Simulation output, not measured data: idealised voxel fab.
process module | voxel released beams
cross-section cut | 280 nm wide | cells 5 nm
A cross-section is a grid of square cells, given in bands from the top down. A band is one or more rows of cells.
Each band's line starts with the height of the band's top and of its bottom, in nm. Then come its materials from left to right, each with its width in nm. One material with "throughout" fills the band from edge to edge. "air" is empty space.
Height 0 is the level under which the wafer as received is all one material. The lowest band goes on downwards, as in "0 down".
A width such as "30 to 40" changes by the same amount from each row of cells to the next, from the band's top row to its bottom row.
"no change" after a step means that no cell of the cross-section changed.
closed voids: empty space of 8 cells or more with no open way to the top, each as width x height at its distance from the left edge, in nm
after a step's settings: what the simulator itself notes on the step
overlay nm, on a step with a mask: how far to the right of its planned place the mask lay; to the left if negative
plan
1 op RECEIVE | material Si
2 op CONFORMAL_DEP | material Al2O3 | thk nm 10
3 op DIRECTIONAL_DEP | material SiO2 | thk nm 15
4 op PATTERN | tone open | mask id ANCHOR | material resist | width nm 30 | thk nm 15 | overlay nm 0
5 op DIRECTIONAL_ETCH | etch materials SiO2 | depth nm 15
6 op STRIP | etch materials resist
7 op CONFORMAL_DEP | material SiN | thk nm 10
8 op PATTERN | tone cover | mask id BEAM | material resist | width nm 75 | thk nm 15 | overlay nm 0
9 op DIRECTIONAL_ETCH | etch materials SiN | depth nm 10
10 op STRIP | etch materials resist
11 op STRIP | etch materials SiO2
as received, after step 1
  0 down: Si throughout
  closed voids: none
first wafer at the end, as planned
  35 to 25: air 100 | SiN 15 | air 10 | SiN 50 | air 105
  25 to 20: air 105 | SiN 10 | air 10 | SiN 10 | air 145
  20 to 10: air 105 | SiN 30 | air 145
  10 to 0: Al2O3 throughout
  0 down: Si throughout
  closed voids: none
second wafer at the end: like start, like plan, one mistake
  40 to 30: air 100 | SiN 75 | air 105
  30 to 25: SiN throughout
  25 to 10: SiO2 105 | SiN 30 | SiO2 145
  10 to 0: Al2O3 throughout
  0 down: Si throughout
  closed voids: none
what went wrong: step 7 ran as: op CONFORMAL_DEP | material SiN | thk nm 15
at the end the second wafer has, in cells: 62 more of SiN | 150 more of SiO2
